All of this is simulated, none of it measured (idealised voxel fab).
The document below concerns the process module designated voxel trench capacitor.
cross-section cut | 280 nm wide | cells 5 nm
The cross-sections in this document take the form of a grid made of square cells. They are written out as bands, in order from top to bottom. Each band consists of one or more rows of cells.
Heads up on the band format: heights come first, top then bottom, in nm. After that it's the materials left to right, each with its width in nm. A single material flagged "everywhere" fills the whole band edge to edge, and "air" means there's empty space there.
The reference from which all heights are counted is 0, the level beneath which the as-received wafer is entirely one material; the lowest band, having no lower bound, proceeds downward and is written after the example "0 and below".
Think of "30 to 40" as a width that walks from the first number to the second as you go down the band, top row to bottom row, taking equal-sized steps from row to row.
It should be understood that the words "no change occurred", when stated for a given step, signify that the cross-section underwent no change in any of its cells during that step.
Under "Tabulated closed voids" you'll find the enclosed gaps, the ones with no way out to the top, that are 8 cells or bigger; each reads width x height at distance, with distance counted from the left edge, everything in nm.
after a step's settings: what the simulator itself notes on the step
overlay nm: step with mask; distance mask lay right of planned place; negative value = left of planned place.

# The steps planned for the process are as follows
1) RECEIVE | material Si
2) CONFORMAL_DEP | material SiN | thk nm 10
3) PATTERN | tone open | mask id TRENCH | material resist | width nm 25 | pitch nm 45 | thk nm 15 | overlay nm 0
4) DIRECTIONAL_ETCH | etch materials SiN | depth nm 10
5) DIRECTIONAL_ETCH | etch materials Si | depth nm 35
6) STRIP | etch materials resist
7) CONFORMAL_DEP | material Al2O3 | thk nm 5
8) FILL_DEP | material polySi | thk nm 10
9) CMP | height nm 10

# What follows covers the first of two wafers; it ran as planned

# As received (post step 1): cross-section
  0 and below | Si everywhere
  Tabulated closed voids: none

# Wafer after step 2 (cross-section)
  10 down to 0 | SiN everywhere
  Nothing below the height 0 has changed.

# Wafer after step 3 (cross-section)
  25 down to 10 | resist (60) | air (25) | resist (20) | air (25) | resist (20) | air (25) | resist (20) | air (25) | resist (60)
  Nothing below the height 10 has changed.

# Wafer after step 4 (cross-section)
  25 down to 10 | resist (60) | air (25) | resist (20) | air (25) | resist (20) | air (25) | resist (20) | air (25) | resist (60)
  10 down to 0 | SiN (60) | air (25) | SiN (20) | air (25) | SiN (20) | air (25) | SiN (20) | air (25) | SiN (60)
  Nothing below the height 0 has changed.

# Wafer after step 5 (cross-section)
  25 down to 10 | resist (60) | air (25) | resist (20) | air (25) | resist (20) | air (25) | resist (20) | air (25) | resist (60)
  10 down to 0 | SiN (60) | air (25) | SiN (20) | air (25) | SiN (20) | air (25) | SiN (20) | air (25) | SiN (60)
  0 down to -35 | Si (60) | air (25) | Si (20) | air (25) | Si (20) | air (25) | Si (20) | air (25) | Si (60)
  Nothing below the height -35 has changed.

# Wafer after step 6 (cross-section)
  10 down to 0 | SiN (60) | air (25) | SiN (20) | air (25) | SiN (20) | air (25) | SiN (20) | air (25) | SiN (60)
  Nothing below the height 0 has changed.

# Wafer after step 7 (cross-section)
  15 down to 10 | Al2O3 (65) | air (15) | Al2O3 (30) | air (15) | Al2O3 (30) | air (15) | Al2O3 (30) | air (15) | Al2O3 (65)
  10 down to 0 | SiN (60) | Al2O3 (5) | air (15) | Al2O3 (5) | SiN (20) | Al2O3 (5) | air (15) | Al2O3 (5) | SiN (20) | Al2O3 (5) | air (15) | Al2O3 (5) | SiN (20) | Al2O3 (5) | air (15) | Al2O3 (5) | SiN (60)
  0 down to -30 | Si (60) | Al2O3 (5) | air (15) | Al2O3 (5) | Si (20) | Al2O3 (5) | air (15) | Al2O3 (5) | Si (20) | Al2O3 (5) | air (15) | Al2O3 (5) | Si (20) | Al2O3 (5) | air (15) | Al2O3 (5) | Si (60)
  -30 down to -35 | Si (60) | Al2O3 (25) | Si (20) | Al2O3 (25) | Si (20) | Al2O3 (25) | Si (20) | Al2O3 (25) | Si (60)
  Nothing below the height -35 has changed.

# Wafer after step 8 (cross-section)
  25 down to 15 | polySi everywhere
  15 down to 10 | Al2O3 (65) | polySi (15) | Al2O3 (30) | polySi (15) | Al2O3 (30) | polySi (15) | Al2O3 (30) | polySi (15) | Al2O3 (65)
  10 down to 0 | SiN (60) | Al2O3 (5) | polySi (15) | Al2O3 (5) | SiN (20) | Al2O3 (5) | polySi (15) | Al2O3 (5) | SiN (20) | Al2O3 (5) | polySi (15) | Al2O3 (5) | SiN (20) | Al2O3 (5) | polySi (15) | Al2O3 (5) | SiN (60)
  0 down to -30 | Si (60) | Al2O3 (5) | polySi (15) | Al2O3 (5) | Si (20) | Al2O3 (5) | polySi (15) | Al2O3 (5) | Si (20) | Al2O3 (5) | polySi (15) | Al2O3 (5) | Si (20) | Al2O3 (5) | polySi (15) | Al2O3 (5) | Si (60)
  Nothing below the height -30 has changed.

# Wafer after step 9 (cross-section)
  10 down to 0 | SiN (60) | Al2O3 (5) | polySi (15) | Al2O3 (5) | SiN (20) | Al2O3 (5) | polySi (15) | Al2O3 (5) | SiN (20) | Al2O3 (5) | polySi (15) | Al2O3 (5) | SiN (20) | Al2O3 (5) | polySi (15) | Al2O3 (5) | SiN (60)
  Nothing below the height 0 has changed.

# The remaining wafer, second of the two, started like the first and was run to the same plan, except that one mistake was made along the way; the two coincide through step 4, inclusive

# X-section, second wafer, when step 5 was due to finish
  10 down to 0 | SiN (60) | air (25) | SiN (20) | air (25) | SiN (20) | air (25) | SiN (20) | air (25) | SiN (60)
  Nothing below the height 0 has changed.

# X-section, second wafer, when step 6 was due to finish
  10 down to 0 | SiN (60) | air (25) | SiN (20) | air (25) | SiN (20) | air (25) | SiN (20) | air (25) | SiN (60)
  0 down to -35 | Si (60) | air (25) | Si (20) | air (25) | Si (20) | air (25) | Si (20) | air (25) | Si (60)
  Nothing below the height -35 has changed.

# X-section, second wafer, when step 7 was due to finish
  15 down to 10 | Al2O3 (65) | air (15) | Al2O3 (30) | air (15) | Al2O3 (30) | air (15) | Al2O3 (30) | air (15) | Al2O3 (65)
  10 down to 0 | SiN (60) | Al2O3 (5) | air (15) | Al2O3 (5) | SiN (20) | Al2O3 (5) | air (15) | Al2O3 (5) | SiN (20) | Al2O3 (5) | air (15) | Al2O3 (5) | SiN (20) | Al2O3 (5) | air (15) | Al2O3 (5) | SiN (60)
  0 down to -30 | Si (60) | Al2O3 (5) | air (15) | Al2O3 (5) | Si (20) | Al2O3 (5) | air (15) | Al2O3 (5) | Si (20) | Al2O3 (5) | air (15) | Al2O3 (5) | Si (20) | Al2O3 (5) | air (15) | Al2O3 (5) | Si (60)
  -30 down to -35 | Si (60) | Al2O3 (25) | Si (20) | Al2O3 (25) | Si (20) | Al2O3 (25) | Si (20) | Al2O3 (25) | Si (60)
  Nothing below the height -35 has changed.

# X-section, second wafer, when step 8 was due to finish
  25 down to 15 | polySi everywhere
  15 down to 10 | Al2O3 (65) | polySi (15) | Al2O3 (30) | polySi (15) | Al2O3 (30) | polySi (15) | Al2O3 (30) | polySi (15) | Al2O3 (65)
  10 down to 0 | SiN (60) | Al2O3 (5) | polySi (15) | Al2O3 (5) | SiN (20) | Al2O3 (5) | polySi (15) | Al2O3 (5) | SiN (20) | Al2O3 (5) | polySi (15) | Al2O3 (5) | SiN (20) | Al2O3 (5) | polySi (15) | Al2O3 (5) | SiN (60)
  0 down to -30 | Si (60) | Al2O3 (5) | polySi (15) | Al2O3 (5) | Si (20) | Al2O3 (5) | polySi (15) | Al2O3 (5) | Si (20) | Al2O3 (5) | polySi (15) | Al2O3 (5) | Si (20) | Al2O3 (5) | polySi (15) | Al2O3 (5) | Si (60)
  Nothing below the height -30 has changed.

# X-section, second wafer, when step 9 was due to finish
  10 down to 0 | SiN (60) | Al2O3 (5) | polySi (15) | Al2O3 (5) | SiN (20) | Al2O3 (5) | polySi (15) | Al2O3 (5) | SiN (20) | Al2O3 (5) | polySi (15) | Al2O3 (5) | SiN (20) | Al2O3 (5) | polySi (15) | Al2O3 (5) | SiN (60)
  Nothing below the height 0 has changed.
The plan and the run diverged here: plan steps 5 and 6 run swapped
The two wafers finish with the same cross-section, and therefore the mistake leaves the computed outcome of this model unchanged.
